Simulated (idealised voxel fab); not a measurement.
process module | voxel fin reveal
cross-section cut | 150 nm wide | cells 5 nm
A cross-section is a grid of square cells, given in bands from the top down. A band is one or more rows of cells.
Each band's line starts with the height of the band's top and of its bottom, in nm. Then come its materials from left to right, each with its width in nm. One material with "throughout" fills the band from edge to edge. "air" is empty space.
Height 0 is the level under which the wafer as received is all one material. The lowest band goes on downwards, as in "0 down".
A width such as "30 to 40" changes by the same amount from each row of cells to the next, from the band's top row to its bottom row.
"no change" after a step means that no cell of the cross-section changed.
closed voids: empty space of 8 cells or more with no open way to the top, each as width x height at its distance from the left edge, in nm
after a step's settings: what the simulator itself notes on the step
overlay nm, on a step with a mask: how far to the right of its planned place the mask lay; to the left if negative
plan
1 op RECEIVE | material Si
2 op CONFORMAL_DEP | material SiN | thk nm 10
3 op MASKED_ETCH | tone cover | mask id FINS | width nm 15 | pitch nm 45 | etch materials SiN | depth nm 10 | overlay nm 0
4 op MASKED_ETCH | tone cover | mask id FINS | width nm 15 | pitch nm 45 | etch materials Si | depth nm 30 | overlay nm 0
5 op OXIDIZE | depth nm 5
6 op FILL_DEP | material SiO2 | thk nm 5
7 op CMP | height nm 10
8 op SELECTIVE_ETCH | etch materials SiO2 | depth nm 30
9 op STRIP | etch materials SiN
first wafer, as planned
as received, after step 1
  0 down: Si throughout
  closed voids: none
after step 2
  10 to 0: SiN throughout
  below 0: unchanged
after step 3
  10 to 0: air 45 | SiN 15 | air 30 | SiN 15 | air 45
  below 0: unchanged
after step 4
  10 to 0: air 45 | SiN 15 | air 30 | SiN 15 | air 45
  0 to -30: air 45 | Si 15 | air 30 | Si 15 | air 45
  below -30: unchanged
after step 5
  10 to 0: air 45 | SiN 15 | air 30 | SiN 15 | air 45
  0 to -30: air 45 | SiO2 5 | Si 5 | SiO2 5 | air 30 | SiO2 5 | Si 5 | SiO2 5 | air 45
  -30 to -35: SiO2 50 | Si 5 | SiO2 40 | Si 5 | SiO2 50
  below -35: unchanged
after step 6
  15 to 10: SiO2 throughout
  10 to 0: SiO2 45 | SiN 15 | SiO2 30 | SiN 15 | SiO2 45
  0 to -35: SiO2 50 | Si 5 | SiO2 40 | Si 5 | SiO2 50
  below -35: unchanged
after step 7
  10 to 0: SiO2 45 | SiN 15 | SiO2 30 | SiN 15 | SiO2 45
  below 0: unchanged
after step 8
  10 to 0: air 45 | SiN 15 | air 30 | SiN 15 | air 45
  0 to -20: air 50 | Si 5 | air 40 | Si 5 | air 50
  below -20: unchanged
after step 9
  0 to -20: air 50 | Si 5 | air 40 | Si 5 | air 50
  below -20: unchanged
second wafer: like start, like plan, one mistake. Through step 8 it matches the first wafer
when step 9 should have ended
  10 to 0: air 45 | SiN 15 | air 30 | SiN 15 | air 45
  0 to -35: air 50 | Si 5 | air 40 | Si 5 | air 50
  below -35: unchanged
what went wrong: step 9 ran as: op STRIP | etch materials SiO2
at the end the second wafer has, in cells: 12 more of SiN | 84 fewer of SiO2
